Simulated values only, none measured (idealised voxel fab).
process module | voxel self aligned vias
cross-section cut | 210 nm wide | cells 5 nm
A cross-section is a grid of square cells, given in bands from the top down. A band is one or more rows of cells.
Each band's line starts with the height of the band's top and of its bottom, in nm. Then come its materials from left to right, each with its width in nm. One material with "throughout" fills the band from edge to edge. "air" is empty space.
Height 0 is the level under which the wafer as received is all one material. The lowest band goes on downwards, as in "0 down".
A width such as "30 to 40" changes by the same amount from each row of cells to the next, from the band's top row to its bottom row.
"no change" after a step means that no cell of the cross-section changed.
closed voids: empty space of 8 cells or more with no open way to the top, each as width x height at its distance from the left edge, in nm
after a step's settings: what the simulator itself notes on the step
overlay nm, on a step with a mask: how far to the right of its planned place the mask lay; to the left if negative
plan
1 op RECEIVE | material Si
2 op CONFORMAL_DEP | material SiO2 | thk nm 10
3 op CONFORMAL_DEP | material SiCN | thk nm 5
4 op DIRECTIONAL_DEP | material SiO2 | thk nm 25
5 op DIRECTIONAL_DEP | material aC | thk nm 15
6 op PATTERN | tone open | mask id LINES | material resist | width nm 20 | pitch nm 65 | thk nm 30 | overlay nm 0
7 op DIRECTIONAL_ETCH | etch materials aC | depth nm 15
8 op STRIP | etch materials resist
9 op DIRECTIONAL_ETCH | etch materials SiO2 | depth nm 25
10 op STRIP | etch materials aC
11 op CONFORMAL_DEP | material TiN | thk nm 5
12 op FILL_DEP | material Ru | thk nm 10
13 op CMP | height nm 40
14 op SELECTIVE_ETCH | etch materials W Ru TiN | depth nm 10
15 op FILL_DEP | material SiN | thk nm 5
16 op CMP | height nm 40
17 op DIRECTIONAL_DEP | material SiO2 | thk nm 20
18 op MASKED_ETCH | tone open | mask id VIAS | width nm 40 | pitch nm 130 | etch materials SiO2 | depth nm 20 | overlay nm 0
19 op MASKED_ETCH | tone open | mask id VIAS | width nm 40 | pitch nm 130 | etch materials SiN | depth nm 10 | overlay nm 0
20 op CONFORMAL_DEP | material TiN | thk nm 5
21 op FILL_DEP | material Cu | thk nm 10
22 op CMP | height nm 60
23 op CONFORMAL_DEP | material SiCN | thk nm 5
first wafer, as planned
as received, after step 1
  0 down: Si throughout
  closed voids: none
after step 2
  10 to 0: SiO2 throughout
  below 0: unchanged
after step 3
  15 to 10: SiCN throughout
  below 10: unchanged
after step 4
  40 to 15: SiO2 throughout
  below 15: unchanged
after step 5
  55 to 40: aC throughout
  below 40: unchanged
after step 6
  85 to 55: resist 30 | air 20 | resist 45 | air 20 | resist 45 | air 20 | resist 30
  below 55: unchanged
after step 7
  70 to 55: resist 30 | air 20 | resist 45 | air 20 | resist 45 | air 20 | resist 30
  55 to 40: aC 30 | air 20 | aC 45 | air 20 | aC 45 | air 20 | aC 30
  below 40: unchanged
after step 8
  55 to 40: aC 30 | air 20 | aC 45 | air 20 | aC 45 | air 20 | aC 30
  below 40: unchanged
after step 9
  55 to 40: aC 30 | air 20 | aC 45 | air 20 | aC 45 | air 20 | aC 30
  40 to 15: SiO2 30 | air 20 | SiO2 45 | air 20 | SiO2 45 | air 20 | SiO2 30
  below 15: unchanged
after step 10
  40 to 15: SiO2 30 | air 20 | SiO2 45 | air 20 | SiO2 45 | air 20 | SiO2 30
  below 15: unchanged
after step 11
  45 to 40: TiN 35 | air 10 | TiN 55 | air 10 | TiN 55 | air 10 | TiN 35
  40 to 20: SiO2 30 | TiN 5 | air 10 | TiN 5 | SiO2 45 | TiN 5 | air 10 | TiN 5 | SiO2 45 | TiN 5 | air 10 | TiN 5 | SiO2 30
  20 to 15: SiO2 30 | TiN 20 | SiO2 45 | TiN 20 | SiO2 45 | TiN 20 | SiO2 30
  below 15: unchanged
after step 12
  55 to 45: Ru throughout
  45 to 40: TiN 35 | Ru 10 | TiN 55 | Ru 10 | TiN 55 | Ru 10 | TiN 35
  40 to 20: SiO2 30 | TiN 5 | Ru 10 | TiN 5 | SiO2 45 | TiN 5 | Ru 10 | TiN 5 | SiO2 45 | TiN 5 | Ru 10 | TiN 5 | SiO2 30
  below 20: unchanged
after step 13
  40 to 20: SiO2 30 | TiN 5 | Ru 10 | TiN 5 | SiO2 45 | TiN 5 | Ru 10 | TiN 5 | SiO2 45 | TiN 5 | Ru 10 | TiN 5 | SiO2 30
  below 20: unchanged
after step 14
  40 to 30: SiO2 30 | air 20 | SiO2 45 | air 20 | SiO2 45 | air 20 | SiO2 30
  below 30: unchanged
after step 15
  45 to 40: SiN throughout
  40 to 30: SiO2 30 | SiN 20 | SiO2 45 | SiN 20 | SiO2 45 | SiN 20 | SiO2 30
  below 30: unchanged
after step 16
  40 to 30: SiO2 30 | SiN 20 | SiO2 45 | SiN 20 | SiO2 45 | SiN 20 | SiO2 30
  below 30: unchanged
after step 17
  60 to 40: SiO2 throughout
  below 40: unchanged
after step 18
  60 to 40: SiO2 20 | air 40 | SiO2 90 | air 40 | SiO2 20
  below 40: unchanged
after step 19
  60 to 40: SiO2 20 | air 40 | SiO2 90 | air 40 | SiO2 20
  40 to 30: SiO2 30 | air 20 | SiO2 45 | SiN 20 | SiO2 45 | air 20 | SiO2 30
  below 30: unchanged
after step 20
  65 to 60: TiN 25 | air 30 | TiN 100 | air 30 | TiN 25
  60 to 45: SiO2 20 | TiN 5 | air 30 | TiN 5 | SiO2 90 | TiN 5 | air 30 | TiN 5 | SiO2 20
  45 to 40: SiO2 20 | TiN 15 | air 10 | TiN 15 | SiO2 90 | TiN 15 | air 10 | TiN 15 | SiO2 20
  40 to 35: SiO2 30 | TiN 5 | air 10 | TiN 5 | SiO2 45 | SiN 20 | SiO2 45 | TiN 5 | air 10 | TiN 5 | SiO2 30
  35 to 30: SiO2 30 | TiN 20 | SiO2 45 | SiN 20 | SiO2 45 | TiN 20 | SiO2 30
  below 30: unchanged
after step 21
  75 to 65: Cu throughout
  65 to 60: TiN 25 | Cu 30 | TiN 100 | Cu 30 | TiN 25
  60 to 45: SiO2 20 | TiN 5 | Cu 30 | TiN 5 | SiO2 90 | TiN 5 | Cu 30 | TiN 5 | SiO2 20
  45 to 40: SiO2 20 | TiN 15 | Cu 10 | TiN 15 | SiO2 90 | TiN 15 | Cu 10 | TiN 15 | SiO2 20
  40 to 35: SiO2 30 | TiN 5 | Cu 10 | TiN 5 | SiO2 45 | SiN 20 | SiO2 45 | TiN 5 | Cu 10 | TiN 5 | SiO2 30
  below 35: unchanged
after step 22
  60 to 45: SiO2 20 | TiN 5 | Cu 30 | TiN 5 | SiO2 90 | TiN 5 | Cu 30 | TiN 5 | SiO2 20
  below 45: unchanged
after step 23
  65 to 60: SiCN throughout
  below 60: unchanged
second wafer: like start, like plan, one mistake. Through step 2 it matches the first wafer
when step 3 should have ended
  35 to 0: SiO2 throughout
  below 0: unchanged
when step 4 should have ended
  40 to 35: SiCN throughout
  below 35: unchanged
when step 5 should have ended
  55 to 40: aC throughout
  below 40: unchanged
when step 6 should have ended
  85 to 55: resist 30 | air 20 | resist 45 | air 20 | resist 45 | air 20 | resist 30
  below 55: unchanged
when step 7 should have ended
  70 to 55: resist 30 | air 20 | resist 45 | air 20 | resist 45 | air 20 | resist 30
  55 to 40: aC 30 | air 20 | aC 45 | air 20 | aC 45 | air 20 | aC 30
  below 40: unchanged
when step 8 should have ended
  55 to 40: aC 30 | air 20 | aC 45 | air 20 | aC 45 | air 20 | aC 30
  below 40: unchanged
when step 9 should have ended: no change
when step 10 should have ended
  40 to 35: SiCN throughout
  below 35: unchanged
when step 11 should have ended
  45 to 40: TiN throughout
  below 40: unchanged
when step 12 should have ended
  55 to 45: Ru throughout
  below 45: unchanged
when step 13 should have ended
  40 to 35: SiCN throughout
  below 35: unchanged
when step 14 should have ended: no change
when step 15 should have ended
  45 to 40: SiN throughout
  below 40: unchanged
when step 16 should have ended
  40 to 35: SiCN throughout
  below 35: unchanged
when step 17 should have ended
  60 to 40: SiO2 throughout
  below 40: unchanged
when step 18 should have ended
  60 to 40: SiO2 20 | air 40 | SiO2 90 | air 40 | SiO2 20
  below 40: unchanged
when step 19 should have ended: no change
when step 20 should have ended
  65 to 60: TiN 25 | air 30 | TiN 100 | air 30 | TiN 25
  60 to 45: SiO2 20 | TiN 5 | air 30 | TiN 5 | SiO2 90 | TiN 5 | air 30 | TiN 5 | SiO2 20
  45 to 40: SiO2 20 | TiN 40 | SiO2 90 | TiN 40 | SiO2 20
  below 40: unchanged
when step 21 should have ended
  75 to 65: Cu throughout
  65 to 60: TiN 25 | Cu 30 | TiN 100 | Cu 30 | TiN 25
  60 to 45: SiO2 20 | TiN 5 | Cu 30 | TiN 5 | SiO2 90 | TiN 5 | Cu 30 | TiN 5 | SiO2 20
  below 45: unchanged
when step 22 should have ended
  60 to 45: SiO2 20 | TiN 5 | Cu 30 | TiN 5 | SiO2 90 | TiN 5 | Cu 30 | TiN 5 | SiO2 20
  below 45: unchanged
when step 23 should have ended
  65 to 60: SiCN throughout
  below 60: unchanged
what went wrong: steps 3 and 4 were swapped
at the end the second wafer has, in cells: 8 fewer of Cu | 12 fewer of Ru | 8 fewer of SiN | 60 more of SiO2 | 32 fewer of TiN
